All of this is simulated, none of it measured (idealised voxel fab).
Module name: voxel wiring stack (process module)
Section cut is 155 nm wide and gridded with 5 nm square cells.
A cross-section is a grid of square cells, given in bands from the top down. A band is one or more rows of cells. Top, bottom (nm), then materials left to right with widths (nm); lone material tagged "full width" fills the whole band edge to edge; "empty" = empty space. Counting heights begins at 0, where everything beneath is, in the wafer as received, one material. The lowest band has no bottom; it goes on downwards, as "0 and below" shows. You'd read "30..40" like this: the band's top row of cells is as wide as the first number, its bottom row is as wide as the second, and going down, every row changes width by the same amount as the row before did. Key: "identical to before" - step with no changed cell in the cross-section. "Enclosed voids" enumerates empty spaces isolated from the top, with no open way to it, that contain at least 8 cells, giving each as width x height at distance from the left edge, all three in nm. If you see something after the settings on a step's line, that's the simulator's own remark about that step. overlay nm, on a step with a mask: how far to the right of its planned place the mask lay; to the left if negative. Every pair from here on: before one process step, after it. The after cross-section reaches only to the lowest band that changed. Below the pair: the step in between and its settings. Pairs can belong to different runs of this module on the same starting wafer; a pair carries on from the pair above only if the entry headed "Ex-ante state" says so.
# Ex-ante state
	90 down to 75 | aC (15); empty (30); aC (15); empty (30); aC (15); empty (30); aC (20)
	75 down to 45 | SiO2 (15); empty (15); SiO2 (30); empty (15); SiO2 (30); empty (15); SiO2 (35)
	45 down to 40 | SiCN full width
	40 down to 35 | SiO2 (10); SiN (40); SiO2 (5); SiN (40); SiO2 (5); SiN (40); SiO2 (15)
	35 down to 15 | SiO2 (10); SiN (5); Ru (30); SiN (5); SiO2 (5); SiN (5); Ru (30); SiN (5); SiO2 (5); SiN (5); Ru (30); SiN (5); SiO2 (15)
	15 down to 10 | SiN (15); Ru (30); SiN (15); Ru (30); SiN (15); Ru (30); SiN (20)
	10 down to 0 | SiO2 full width
	0 and below | Si full width
	Enclosed voids: none
# Post-Step Cross-Section
	90 down to 75 | aC (15); empty (30); aC (15); empty (30); aC (15); empty (30); aC (20)
	75 down to 60 | SiO2 (15); empty (30); SiO2 (15); empty (30); SiO2 (15); empty (30); SiO2 (20)
	For the remainder of the cross-section, below 60, there is no change.
	Enclosed voids: none
In between the cross-sections above, the run called for DIRECTIONAL_ETCH (etch materials SiO2; depth nm 15)
Ex-ante state: For the state before this step, see the after cross-section of the pair located directly above.
# Post-Step Cross-Section
	90 down to 75 | aC (15); empty (30); aC (15); empty (30); aC (15); empty (30); aC (20)
	75 down to 60 | SiO2 (15); empty (30); SiO2 (15); empty (30); SiO2 (15); empty (30); SiO2 (20)
	60 down to 45 | SiO2 (15); empty (15); SiO2 (30); empty (15); SiO2 (30); empty (15); SiO2 (35)
	45 down to 40 | SiCN (15); empty (15); SiCN (30); empty (15); SiCN (30); empty (15); SiCN (35)
	For the remainder of the cross-section, below 40, there is no change.
	Enclosed voids: none
In between the cross-sections above, the run called for DIRECTIONAL_ETCH (etch materials SiCN; depth nm 5)
Ex-ante state: For the state before this step, see the after cross-section of the pair located directly above.
# Post-Step Cross-Section
	75 down to 60 | SiO2 (15); empty (30); SiO2 (15); empty (30); SiO2 (15); empty (30); SiO2 (20)
	For the remainder of the cross-section, below 60, there is no change.
	Enclosed voids: none
In between the cross-sections above, the run called for STRIP (etch materials aC)
Ex-ante state: For the state before this step, see the after cross-section of the pair located directly above.
# Post-Step Cross-Section
	80 down to 75 | TiN (20); empty (20); TiN (25); empty (20); TiN (25); empty (20); TiN (25)
	75 down to 65 | SiO2 (15); TiN (5); empty (20); TiN (5); SiO2 (15); TiN (5); empty (20); TiN (5); SiO2 (15); TiN (5); empty (20); TiN (5); SiO2 (20)
	65 down to 60 | SiO2 (15); TiN (5); empty (5); TiN (20); SiO2 (15); TiN (5); empty (5); TiN (20); SiO2 (15); TiN (5); empty (5); TiN (20); SiO2 (20)
	60 down to 45 | SiO2 (15); TiN (5); empty (5); TiN (5); SiO2 (30); TiN (5); empty (5); TiN (5); SiO2 (30); TiN (5); empty (5); TiN (5); SiO2 (35)
	45 down to 40 | SiCN (15); TiN (15); SiCN (30); TiN (15); SiCN (30); TiN (15); SiCN (35)
	For the remainder of the cross-section, below 40, there is no change.
	Enclosed voids: none
In between the cross-sections above, the run called for CONFORMAL_DEP (material TiN; thk nm 5)
Ex-ante state: For the state before this step, see the after cross-section of the pair located directly above.
# Post-Step Cross-Section
	85 down to 80 | Cu full width
	80 down to 75 | TiN (20); Cu (20); TiN (25); Cu (20); TiN (25); Cu (20); TiN (25)
	75 down to 65 | SiO2 (15); TiN (5); Cu (20); TiN (5); SiO2 (15); TiN (5); Cu (20); TiN (5); SiO2 (15); TiN (5); Cu (20); TiN (5); SiO2 (20)
	65 down to 60 | SiO2 (15); TiN (5); Cu (5); TiN (20); SiO2 (15); TiN (5); Cu (5); TiN (20); SiO2 (15); TiN (5); Cu (5); TiN (20); SiO2 (20)
	60 down to 45 | SiO2 (15); TiN (5); Cu (5); TiN (5); SiO2 (30); TiN (5); Cu (5); TiN (5); SiO2 (30); TiN (5); Cu (5); TiN (5); SiO2 (35)
	For the remainder of the cross-section, below 45, there is no change.
	Enclosed voids: none
In between the cross-sections above, the run called for FILL_DEP (material Cu; thk nm 5)
Ex-ante state: For the state before this step, see the after cross-section of the pair located directly above.
# Post-Step Cross-Section
	75 down to 65 | SiO2 (15); TiN (5); Cu (20); TiN (5); SiO2 (15); TiN (5); Cu (20); TiN (5); SiO2 (15); TiN (5); Cu (20); TiN (5); SiO2 (20)
	For the remainder of the cross-section, below 65, there is no change.
	Enclosed voids: none
In between the cross-sections above, the run called for CMP (height nm 75)
Ex-ante state: For the state before this step, see the after cross-section of the pair located directly above.
# Post-Step Cross-Section
	80 down to 75 | SiCN full width
	For the remainder of the cross-section, below 75, there is no change.
	Enclosed voids: none
In between the cross-sections above, the run called for CONFORMAL_DEP (material SiCN; thk nm 5)
Ex-ante state: For the state before this step, see the after cross-section of the pair located directly above.
# Post-Step Cross-Section
	90 down to 80 | lowk full width
	For the remainder of the cross-section, below 80, there is no change.
	Enclosed voids: none
In between the cross-sections above, the run called for DIRECTIONAL_DEP (material lowk; thk nm 10)
Ex-ante state: For the state before this step, see the after cross-section of the pair located directly above.
# Post-Step Cross-Section
	105 down to 90 | aC full width
	For the remainder of the cross-section, below 90, there is no change.
	Enclosed voids: none
In between the cross-sections above, the run called for DIRECTIONAL_DEP (material aC; thk nm 15)
Ex-ante state: For the state before this step, see the after cross-section of the pair located directly above.
# Post-Step Cross-Section
	135 down to 105 | resist (15); empty (15); resist (30); empty (15); resist (30); empty (15); resist (35)
	For the remainder of the cross-section, below 105, there is no change.
	Enclosed voids: none
In between the cross-sections above, the run called for PATTERN (tone open; mask id PLUG_2; material resist; width nm 15; pitch nm 45; thk nm 30; overlay nm 0)
Ex-ante state: For the state before this step, see the after cross-section of the pair located directly above.
# Post-Step Cross-Section
	120 down to 105 | resist (15); empty (15); resist (30); empty (15); resist (30); empty (15); resist (35)
	105 down to 90 | aC (15); empty (15); aC (30); empty (15); aC (30); empty (15); aC (35)
	For the remainder of the cross-section, below 90, there is no change.
	Enclosed voids: none
In between the cross-sections above, the run called for DIRECTIONAL_ETCH (etch materials aC; depth nm 15)
Ex-ante state: For the state before this step, see the after cross-section of the pair located directly above.
# Post-Step Cross-Section
	105 down to 90 | aC (15); empty (15); aC (30); empty (15); aC (30); empty (15); aC (35)
	For the remainder of the cross-section, below 90, there is no change.
	Enclosed voids: none
In between the cross-sections above, the run called for STRIP (etch materials resist)
Ex-ante state: For the state before this step, see the after cross-section of the pair located directly above.
# Post-Step Cross-Section
	105 down to 90 | aC (15); empty (15); aC (30); empty (15); aC (30); empty (15); aC (35)
	90 down to 80 | lowk (15); empty (15); lowk (30); empty (15); lowk (30); empty (15); lowk (35)
	For the remainder of the cross-section, below 80, there is no change.
	Enclosed voids: none
In between the cross-sections above, the run called for DIRECTIONAL_ETCH (etch materials lowk; depth nm 10)
Ex-ante state: For the state before this step, see the after cross-section of the pair located directly above.
# Post-Step Cross-Section
	105 down to 90 | aC (15); empty (15); aC (30); empty (15); aC (30); empty (15); aC (35)
	90 down to 80 | lowk (15); empty (15); lowk (30); empty (15); lowk (30); empty (15); lowk (35)
	80 down to 75 | SiCN (15); empty (15); SiCN (30); empty (15); SiCN (30); empty (15); SiCN (35)
	For the remainder of the cross-section, below 75, there is no change.
	Enclosed voids: none
In between the cross-sections above, the run called for DIRECTIONAL_ETCH (etch materials SiCN; depth nm 5)
Ex-ante state: For the state before this step, see the after cross-section of the pair located directly above.
# Post-Step Cross-Section
	90 down to 80 | lowk (15); empty (15); lowk (30); empty (15); lowk (30); empty (15); lowk (35)
	For the remainder of the cross-section, below 80, there is no change.
	Enclosed voids: none
In between the cross-sections above, the run called for STRIP (etch materials aC)
Ex-ante state: For the state before this step, see the after cross-section of the pair located directly above.
# Post-Step Cross-Section
	95 down to 90 | TiN (20); empty (5); TiN (40); empty (5); TiN (40); empty (5); TiN (40)
	90 down to 80 | lowk (15); TiN (5); empty (5); TiN (5); lowk (30); TiN (5); empty (5); TiN (5); lowk (30); TiN (5); empty (5); TiN (5); lowk (35)
	80 down to 75 | SiCN (15); TiN (15); SiCN (30); TiN (15); SiCN (30); TiN (15); SiCN (35)
	For the remainder of the cross-section, below 75, there is no change.
	Enclosed voids: none
In between the cross-sections above, the run called for CONFORMAL_DEP (material TiN; thk nm 5)
Ex-ante state: For the state before this step, see the after cross-section of the pair located directly above.
# Post-Step Cross-Section
	100 down to 95 | Cu full width
	95 down to 90 | TiN (20); Cu (5); TiN (40); Cu (5); TiN (40); Cu (5); TiN (40)
	90 down to 80 | lowk (15); TiN (5); Cu (5); TiN (5); lowk (30); TiN (5); Cu (5); TiN (5); lowk (30); TiN (5); Cu (5); TiN (5); lowk (35)
	For the remainder of the cross-section, below 80, there is no change.
	Enclosed voids: none
In between the cross-sections above, the run called for FILL_DEP (material Cu; thk nm 5)
Ex-ante state: For the state before this step, see the after cross-section of the pair located directly above.
# Post-Step Cross-Section
	90 down to 80 | lowk (15); TiN (5); Cu (5); TiN (5); lowk (30); TiN (5); Cu (5); TiN (5); lowk (30); TiN (5); Cu (5); TiN (5); lowk (35)
	For the remainder of the cross-section, below 80, there is no change.
	Enclosed voids: none
In between the cross-sections above, the run called for CMP (height nm 90)
Ex-ante state: For the state before this step, see the after cross-section of the pair located directly above.
# Post-Step Cross-Section
	95 down to 90 | TiN full width
	For the remainder of the cross-section, below 90, there is no change.
	Enclosed voids: none
In between the cross-sections above, the run called for DIRECTIONAL_DEP (material TiN; thk nm 5)
Ex-ante state: For the state before this step, see the after cross-section of the pair located directly above.
# Post-Step Cross-Section
	115 down to 95 | W full width
	For the remainder of the cross-section, below 95, there is no change.
	Enclosed voids: none
In between the cross-sections above, the run called for DIRECTIONAL_DEP (material W; thk nm 20)
Ex-ante state: For the state before this step, see the after cross-section of the pair located directly above.
# Post-Step Cross-Section
	130 down to 115 | aC full width
	For the remainder of the cross-section, below 115, there is no change.
	Enclosed voids: none
In between the cross-sections above, the run called for DIRECTIONAL_DEP (material aC; thk nm 15)
Ex-ante state: For the state before this step, see the after cross-section of the pair located directly above.
# Post-Step Cross-Section
	160 down to 130 | empty (15); resist (30); empty (15); resist (30); empty (15); resist (30); empty (20)
	For the remainder of the cross-section, below 130, there is no change.
	Enclosed voids: none
In between the cross-sections above, the run called for PATTERN (tone cover; mask id METAL_3; material resist; width nm 30; pitch nm 45; thk nm 30; overlay nm 0)
Ex-ante state: For the state before this step, see the after cross-section of the pair located directly above.
# Post-Step Cross-Section
	145 down to 130 | empty (15); resist (30); empty (15); resist (30); empty (15); resist (30); empty (20)
	130 down to 115 | empty (15); aC (30); empty (15); aC (30); empty (15); aC (30); empty (20)
	For the remainder of the cross-section, below 115, there is no change.
	Enclosed voids: none
In between the cross-sections above, the run called for DIRECTIONAL_ETCH (etch materials aC; depth nm 15)
Ex-ante state: For the state before this step, see the after cross-section of the pair located directly above.
# Post-Step Cross-Section
	130 down to 115 | empty (15); aC (30); empty (15); aC (30); empty (15); aC (30); empty (20)
	For the remainder of the cross-section, below 115, there is no change.
	Enclosed voids: none
In between the cross-sections above, the run called for STRIP (etch materials resist)
Ex-ante state: For the state before this step, see the after cross-section of the pair located directly above.
# Post-Step Cross-Section
	130 down to 115 | empty (15); aC (30); empty (15); aC (30); empty (15); aC (30); empty (20)
	115 down to 95 | empty (15); W (30); empty (15); W (30); empty (15); W (30); empty (20)
	For the remainder of the cross-section, below 95, there is no change.
	Enclosed voids: none
In between the cross-sections above, the run called for DIRECTIONAL_ETCH (etch materials W; depth nm 20)
Ex-ante state: For the state before this step, see the after cross-section of the pair located directly above.
# Post-Step Cross-Section
	130 down to 115 | empty (15); aC (30); empty (15); aC (30); empty (15); aC (30); empty (20)
	115 down to 95 | empty (15); W (30); empty (15); W (30); empty (15); W (30); empty (20)
	95 down to 90 | empty (15); TiN (30); empty (15); TiN (30); empty (15); TiN (30); empty (20)
	For the remainder of the cross-section, below 90, there is no change.
	Enclosed voids: none
In between the cross-sections above, the run called for DIRECTIONAL_ETCH (etch materials TiN; depth nm 5)
Ex-ante state: For the state before this step, see the after cross-section of the pair located directly above.
# Post-Step Cross-Section
	115 down to 95 | empty (15); W (30); empty (15); W (30); empty (15); W (30); empty (20)
	For the remainder of the cross-section, below 95, there is no change.
	Enclosed voids: none
In between the cross-sections above, the run called for STRIP (etch materials aC)
Ex-ante state: For the state before this step, see the after cross-section of the pair located directly above.
# Post-Step Cross-Section
	120 down to 115 | empty (10); SiN (40); empty (5); SiN (40); empty (5); SiN (40); empty (15)
	115 down to 95 | empty (10); SiN (5); W (30); SiN (5); empty (5); SiN (5); W (30); SiN (5); empty (5); SiN (5); W (30); SiN (5); empty (15)
	95 down to 90 | SiN (15); TiN (30); SiN (15); TiN (30); SiN (15); TiN (30); SiN (20)
	For the remainder of the cross-section, below 90, there is no change.
	Enclosed voids: none
In between the cross-sections above, the run called for CONFORMAL_DEP (material SiN; thk nm 5)
Ex-ante state: For the state before this step, see the after cross-section of the pair located directly above.
# Post-Step Cross-Section
	125 down to 120 | lowk full width
	120 down to 115 | lowk (10); SiN (40); lowk (5); SiN (40); lowk (5); SiN (40); lowk (15)
	115 down to 95 | lowk (10); SiN (5); W (30); SiN (5); lowk (5); SiN (5); W (30); SiN (5); lowk (5); SiN (5); W (30); SiN (5); lowk (15)
	For the remainder of the cross-section, below 95, there is no change.
	Enclosed voids: none
In between the cross-sections above, the run called for FILL_DEP (material lowk; thk nm 5)
Ex-ante state: For the state before this step, see the after cross-section of the pair located directly above.
# Post-Step Cross-Section
	115 down to 95 | lowk (10); SiN (5); W (30); SiN (5); lowk (5); SiN (5); W (30); SiN (5); lowk (5); SiN (5); W (30); SiN (5); lowk (15)
	For the remainder of the cross-section, below 95, there is no change.
	Enclosed voids: none
In between the cross-sections above, the run called for CMP (height nm 115)
Ex-ante state: For the state before this step, see the after cross-section of the pair located directly above.
# Post-Step Cross-Section
	120 down to 115 | SiN full width
	For the remainder of the cross-section, below 115, there is no change.
	Enclosed voids: none
In between the cross-sections above, the run called for CONFORMAL_DEP (material SiN; thk nm 5)
# Ex-ante state
	90 down to 75 | aC (15); empty (30); aC (15); empty (30); aC (15); empty (30); aC (20)
	75 down to 60 | SiO2 (15); empty (30); SiO2 (15); empty (30); SiO2 (15); empty (30); SiO2 (20)
	60 down to 45 | SiO2 (15); empty (15); SiO2 (30); empty (15); SiO2 (30); empty (15); SiO2 (35)
	45 down to 40 | SiCN full width
	40 down to 15 | SiO2 (10); SiN (5); Ru (30); SiN (5); SiO2 (5); SiN (5); Ru (30); SiN (5); SiO2 (5); SiN (5); Ru (30); SiN (5); SiO2 (15)
	15 down to 10 | SiN (15); TiN (30); SiN (15); TiN (30); SiN (15); TiN (30); SiN (20)
	10 down to 0 | SiO2 full width
	0 and below | Si full width
	Enclosed voids: none
# Post-Step Cross-Section
	90 down to 75 | aC (15); empty (30); aC (15); empty (30); aC (15); empty (30); aC (20)
	75 down to 45 | SiO2 (15); empty (30); SiO2 (15); empty (30); SiO2 (15); empty (30); SiO2 (20)
	For the remainder of the cross-section, below 45, there is no change.
	Enclosed voids: none
In between the cross-sections above, the run called for DIRECTIONAL_ETCH (etch materials SiO2; depth nm 15)
Ex-ante state: For the state before this step, see the after cross-section of the pair located directly above.
# Post-Step Cross-Section
	90 down to 75 | aC (15); empty (30); aC (15); empty (30); aC (15); empty (30); aC (20)
	75 down to 45 | SiO2 (15); empty (30); SiO2 (15); empty (30); SiO2 (15); empty (30); SiO2 (20)
	45 down to 40 | SiCN (15); empty (30); SiCN (15); empty (30); SiCN (15); empty (30); SiCN (20)
	For the remainder of the cross-section, below 40, there is no change.
	Enclosed voids: none
In between the cross-sections above, the run called for DIRECTIONAL_ETCH (etch materials SiCN; depth nm 5)
Ex-ante state: For the state before this step, see the after cross-section of the pair located directly above.
# Post-Step Cross-Section
	75 down to 45 | SiO2 (15); empty (30); SiO2 (15); empty (30); SiO2 (15); empty (30); SiO2 (20)
	For the remainder of the cross-section, below 45, there is no change.
	Enclosed voids: none
In between the cross-sections above, the run called for STRIP (etch materials aC)
Ex-ante state: For the state before this step, see the after cross-section of the pair located directly above.
# Post-Step Cross-Section
	80 down to 75 | TiN (20); empty (20); TiN (25); empty (20); TiN (25); empty (20); TiN (25)
	75 down to 45 | SiO2 (15); TiN (5); empty (20); TiN (5); SiO2 (15); TiN (5); empty (20); TiN (5); SiO2 (15); TiN (5); empty (20); TiN (5); SiO2 (20)
	45 down to 40 | SiCN (15); TiN (30); SiCN (15); TiN (30); SiCN (15); TiN (30); SiCN (20)
	For the remainder of the cross-section, below 40, there is no change.
	Enclosed voids: none
In between the cross-sections above, the run called for CONFORMAL_DEP (material TiN; thk nm 5)
Ex-ante state: For the state before this step, see the after cross-section of the pair located directly above.
# Post-Step Cross-Section
	85 down to 80 | Cu full width
	80 down to 75 | TiN (20); Cu (20); TiN (25); Cu (20); TiN (25); Cu (20); TiN (25)
	75 down to 45 | SiO2 (15); TiN (5); Cu (20); TiN (5); SiO2 (15); TiN (5); Cu (20); TiN (5); SiO2 (15); TiN (5); Cu (20); TiN (5); SiO2 (20)
	For the remainder of the cross-section, below 45, there is no change.
	Enclosed voids: none
In between the cross-sections above, the run called for FILL_DEP (material Cu; thk nm 5)
Ex-ante state: For the state before this step, see the after cross-section of the pair located directly above.
# Post-Step Cross-Section
	75 down to 45 | SiO2 (15); TiN (5); Cu (20); TiN (5); SiO2 (15); TiN (5); Cu (20); TiN (5); SiO2 (15); TiN (5); Cu (20); TiN (5); SiO2 (20)
	For the remainder of the cross-section, below 45, there is no change.
	Enclosed voids: none
In between the cross-sections above, the run called for CMP (height nm 75)
Ex-ante state: For the state before this step, see the after cross-section of the pair located directly above.
# Post-Step Cross-Section
	80 down to 75 | SiCN full width
	For the remainder of the cross-section, below 75, there is no change.
	Enclosed voids: none
In between the cross-sections above, the run called for CONFORMAL_DEP (material SiCN; thk nm 5)
Ex-ante state: For the state before this step, see the after cross-section of the pair located directly above.
# Post-Step Cross-Section
	90 down to 80 | lowk full width
	For the remainder of the cross-section, below 80, there is no change.
	Enclosed voids: none
In between the cross-sections above, the run called for DIRECTIONAL_DEP (material lowk; thk nm 10)
Ex-ante state: For the state before this step, see the after cross-section of the pair located directly above.
# Post-Step Cross-Section
	105 down to 90 | aC full width
	For the remainder of the cross-section, below 90, there is no change.
	Enclosed voids: none
In between the cross-sections above, the run called for DIRECTIONAL_DEP (material aC; thk nm 15)
Ex-ante state: For the state before this step, see the after cross-section of the pair located directly above.
# Post-Step Cross-Section
	135 down to 105 | resist (15); empty (15); resist (30); empty (15); resist (30); empty (15); resist (35)
	For the remainder of the cross-section, below 105, there is no change.
	Enclosed voids: none
In between the cross-sections above, the run called for PATTERN (tone open; mask id PLUG_2; material resist; width nm 15; pitch nm 45; thk nm 30; overlay nm 0)
Ex-ante state: For the state before this step, see the after cross-section of the pair located directly above.
# Post-Step Cross-Section
	120 down to 105 | resist (15); empty (15); resist (30); empty (15); resist (30); empty (15); resist (35)
	105 down to 90 | aC (15); empty (15); aC (30); empty (15); aC (30); empty (15); aC (35)
	For the remainder of the cross-section, below 90, there is no change.
	Enclosed voids: none
In between the cross-sections above, the run called for DIRECTIONAL_ETCH (etch materials aC; depth nm 15)
Ex-ante state: For the state before this step, see the after cross-section of the pair located directly above.
# Post-Step Cross-Section
	105 down to 90 | aC (15); empty (15); aC (30); empty (15); aC (30); empty (15); aC (35)
	For the remainder of the cross-section, below 90, there is no change.
	Enclosed voids: none
In between the cross-sections above, the run called for STRIP (etch materials resist)
Ex-ante state: For the state before this step, see the after cross-section of the pair located directly above.
# Post-Step Cross-Section
	105 down to 90 | aC (15); empty (15); aC (30); empty (15); aC (30); empty (15); aC (35)
	90 down to 80 | lowk (15); empty (15); lowk (30); empty (15); lowk (30); empty (15); lowk (35)
	For the remainder of the cross-section, below 80, there is no change.
	Enclosed voids: none
In between the cross-sections above, the run called for DIRECTIONAL_ETCH (etch materials lowk; depth nm 10)
Ex-ante state: For the state before this step, see the after cross-section of the pair located directly above.
# Post-Step Cross-Section
	105 down to 90 | aC (15); empty (15); aC (30); empty (15); aC (30); empty (15); aC (35)
	90 down to 80 | lowk (15); empty (15); lowk (30); empty (15); lowk (30); empty (15); lowk (35)
	80 down to 75 | SiCN (15); empty (15); SiCN (30); empty (15); SiCN (30); empty (15); SiCN (35)
	For the remainder of the cross-section, below 75, there is no change.
	Enclosed voids: none
In between the cross-sections above, the run called for DIRECTIONAL_ETCH (etch materials SiCN; depth nm 5)
Ex-ante state: For the state before this step, see the after cross-section of the pair located directly above.
# Post-Step Cross-Section
	90 down to 80 | lowk (15); empty (15); lowk (30); empty (15); lowk (30); empty (15); lowk (35)
	For the remainder of the cross-section, below 80, there is no change.
	Enclosed voids: none
In between the cross-sections above, the run called for STRIP (etch materials aC)
Ex-ante state: For the state before this step, see the after cross-section of the pair located directly above.
# Post-Step Cross-Section
	95 down to 90 | TiN (20); empty (5); TiN (40); empty (5); TiN (40); empty (5); TiN (40)
	90 down to 80 | lowk (15); TiN (5); empty (5); TiN (5); lowk (30); TiN (5); empty (5); TiN (5); lowk (30); TiN (5); empty (5); TiN (5); lowk (35)
	80 down to 75 | SiCN (15); TiN (15); SiCN (30); TiN (15); SiCN (30); TiN (15); SiCN (35)
	For the remainder of the cross-section, below 75, there is no change.
	Enclosed voids: none
In between the cross-sections above, the run called for CONFORMAL_DEP (material TiN; thk nm 5)
Ex-ante state: For the state before this step, see the after cross-section of the pair located directly above.
# Post-Step Cross-Section
	100 down to 95 | Cu full width
	95 down to 90 | TiN (20); Cu (5); TiN (40); Cu (5); TiN (40); Cu (5); TiN (40)
	90 down to 80 | lowk (15); TiN (5); Cu (5); TiN (5); lowk (30); TiN (5); Cu (5); TiN (5); lowk (30); TiN (5); Cu (5); TiN (5); lowk (35)
	For the remainder of the cross-section, below 80, there is no change.
	Enclosed voids: none
In between the cross-sections above, the run called for FILL_DEP (material Cu; thk nm 5)
Ex-ante state: For the state before this step, see the after cross-section of the pair located directly above.
# Post-Step Cross-Section
	90 down to 80 | lowk (15); TiN (5); Cu (5); TiN (5); lowk (30); TiN (5); Cu (5); TiN (5); lowk (30); TiN (5); Cu (5); TiN (5); lowk (35)
	For the remainder of the cross-section, below 80, there is no change.
	Enclosed voids: none
In between the cross-sections above, the run called for CMP (height nm 90)
Ex-ante state: For the state before this step, see the after cross-section of the pair located directly above.
# Post-Step Cross-Section
	95 down to 90 | TiN full width
	For the remainder of the cross-section, below 90, there is no change.
	Enclosed voids: none
In between the cross-sections above, the run called for DIRECTIONAL_DEP (material TiN; thk nm 5)
Ex-ante state: For the state before this step, see the after cross-section of the pair located directly above.
# Post-Step Cross-Section
	115 down to 95 | W full width
	For the remainder of the cross-section, below 95, there is no change.
	Enclosed voids: none
In between the cross-sections above, the run called for DIRECTIONAL_DEP (material W; thk nm 20)
Ex-ante state: For the state before this step, see the after cross-section of the pair located directly above.
# Post-Step Cross-Section
	130 down to 115 | aC full width
	For the remainder of the cross-section, below 115, there is no change.
	Enclosed voids: none
In between the cross-sections above, the run called for DIRECTIONAL_DEP (material aC; thk nm 15)
Ex-ante state: For the state before this step, see the after cross-section of the pair located directly above.
# Post-Step Cross-Section
	160 down to 130 | empty (15); resist (30); empty (15); resist (30); empty (15); resist (30); empty (20)
	For the remainder of the cross-section, below 130, there is no change.
	Enclosed voids: none
In between the cross-sections above, the run called for PATTERN (tone cover; mask id METAL_3; material resist; width nm 30; pitch nm 45; thk nm 30; overlay nm 0)
Ex-ante state: For the state before this step, see the after cross-section of the pair located directly above.
# Post-Step Cross-Section
	145 down to 130 | empty (15); resist (30); empty (15); resist (30); empty (15); resist (30); empty (20)
	130 down to 115 | empty (15); aC (30); empty (15); aC (30); empty (15); aC (30); empty (20)
	For the remainder of the cross-section, below 115, there is no change.
	Enclosed voids: none
In between the cross-sections above, the run called for DIRECTIONAL_ETCH (etch materials aC; depth nm 15)
Ex-ante state: For the state before this step, see the after cross-section of the pair located directly above.
# Post-Step Cross-Section
	130 down to 115 | empty (15); aC (30); empty (15); aC (30); empty (15); aC (30); empty (20)
	For the remainder of the cross-section, below 115, there is no change.
	Enclosed voids: none
In between the cross-sections above, the run called for STRIP (etch materials resist)
Ex-ante state: For the state before this step, see the after cross-section of the pair located directly above.
# Post-Step Cross-Section
	130 down to 115 | empty (15); aC (30); empty (15); aC (30); empty (15); aC (30); empty (20)
	115 down to 95 | empty (15); W (30); empty (15); W (30); empty (15); W (30); empty (20)
	For the remainder of the cross-section, below 95, there is no change.
	Enclosed voids: none
In between the cross-sections above, the run called for DIRECTIONAL_ETCH (etch materials W; depth nm 20)
Ex-ante state: For the state before this step, see the after cross-section of the pair located directly above.
# Post-Step Cross-Section
	130 down to 115 | empty (15); aC (30); empty (15); aC (30); empty (15); aC (30); empty (20)
	115 down to 95 | empty (15); W (30); empty (15); W (30); empty (15); W (30); empty (20)
	95 down to 90 | empty (15); TiN (30); empty (15); TiN (30); empty (15); TiN (30); empty (20)
	For the remainder of the cross-section, below 90, there is no change.
	Enclosed voids: none
In between the cross-sections above, the run called for DIRECTIONAL_ETCH (etch materials TiN; depth nm 5)
Ex-ante state: For the state before this step, see the after cross-section of the pair located directly above.
# Post-Step Cross-Section
	115 down to 95 | empty (15); W (30); empty (15); W (30); empty (15); W (30); empty (20)
	For the remainder of the cross-section, below 95, there is no change.
	Enclosed voids: none
In between the cross-sections above, the run called for STRIP (etch materials aC)
Ex-ante state: For the state before this step, see the after cross-section of the pair located directly above.
# Post-Step Cross-Section
	120 down to 115 | empty (10); SiN (40); empty (5); SiN (40); empty (5); SiN (40); empty (15)
	115 down to 95 | empty (10); SiN (5); W (30); SiN (5); empty (5); SiN (5); W (30); SiN (5); empty (5); SiN (5); W (30); SiN (5); empty (15)
	95 down to 90 | SiN (15); TiN (30); SiN (15); TiN (30); SiN (15); TiN (30); SiN (20)
	For the remainder of the cross-section, below 90, there is no change.
	Enclosed voids: none
In between the cross-sections above, the run called for CONFORMAL_DEP (material SiN; thk nm 5)
Ex-ante state: For the state before this step, see the after cross-section of the pair located directly above.
# Post-Step Cross-Section
	125 down to 120 | lowk full width
	120 down to 115 | lowk (10); SiN (40); lowk (5); SiN (40); lowk (5); SiN (40); lowk (15)
	115 down to 95 | lowk (10); SiN (5); W (30); SiN (5); lowk (5); SiN (5); W (30); SiN (5); lowk (5); SiN (5); W (30); SiN (5); lowk (15)
	For the remainder of the cross-section, below 95, there is no change.
	Enclosed voids: none
In between the cross-sections above, the run called for FILL_DEP (material lowk; thk nm 5)
Ex-ante state: For the state before this step, see the after cross-section of the pair located directly above.
# Post-Step Cross-Section
	115 down to 95 | lowk (10); SiN (5); W (30); SiN (5); lowk (5); SiN (5); W (30); SiN (5); lowk (5); SiN (5); W (30); SiN (5); lowk (15)
	For the remainder of the cross-section, below 95, there is no change.
	Enclosed voids: none
In between the cross-sections above, the run called for CMP (height nm 115)
Ex-ante state: For the state before this step, see the after cross-section of the pair located directly above.
# Post-Step Cross-Section
	120 down to 115 | SiN full width
	For the remainder of the cross-section, below 115, there is no change.
	Enclosed voids: none
In between the cross-sections above, the run called for CONFORMAL_DEP (material SiN; thk nm 5)
# Ex-ante state
	35 down to 10 | Ru full width
	10 down to 0 | SiO2 full width
	0 and below | Si full width
	Enclosed voids: none
# Post-Step Cross-Section
	40 down to 35 | TiN full width
	For the remainder of the cross-section, below 35, there is no change.
	Enclosed voids: none
In between the cross-sections above, the run called for DIRECTIONAL_DEP (material TiN; thk nm 5)
Ex-ante state: For the state before this step, see the after cross-section of the pair located directly above.
# Post-Step Cross-Section
	60 down to 40 | empty (15); resist (30); empty (15); resist (30); empty (15); resist (30); empty (20)
	For the remainder of the cross-section, below 40, there is no change.
	Enclosed voids: none
In between the cross-sections above, the run called for PATTERN (tone cover; mask id METAL_1; material resist; width nm 30; pitch nm 45; thk nm 20; overlay nm 0)
Ex-ante state: For the state before this step, see the after cross-section of the pair located directly above.
# Post-Step Cross-Section
	60 down to 40 | empty (15); resist (30); empty (15); resist (30); empty (15); resist (30); empty (20)
	40 down to 35 | empty (15); TiN (30); empty (15); TiN (30); empty (15); TiN (30); empty (20)
	For the remainder of the cross-section, below 35, there is no change.
	Enclosed voids: none
In between the cross-sections above, the run called for DIRECTIONAL_ETCH (etch materials TiN; depth nm 5)
Ex-ante state: For the state before this step, see the after cross-section of the pair located directly above.
# Post-Step Cross-Section
	40 down to 35 | empty (15); TiN (30); empty (15); TiN (30); empty (15); TiN (30); empty (20)
	For the remainder of the cross-section, below 35, there is no change.
	Enclosed voids: none
In between the cross-sections above, the run called for STRIP (etch materials resist)
Ex-ante state: For the state before this step, see the after cross-section of the pair located directly above.
# Post-Step Cross-Section
	45 down to 40 | empty (10); SiN (40); empty (5); SiN (40); empty (5); SiN (40); empty (15)
	40 down to 35 | SiN (15); TiN (30); SiN (15); TiN (30); SiN (15); TiN (30); SiN (20)
	For the remainder of the cross-section, below 35, there is no change.
	Enclosed voids: none
In between the cross-sections above, the run called for CONFORMAL_DEP (material SiN; thk nm 5)
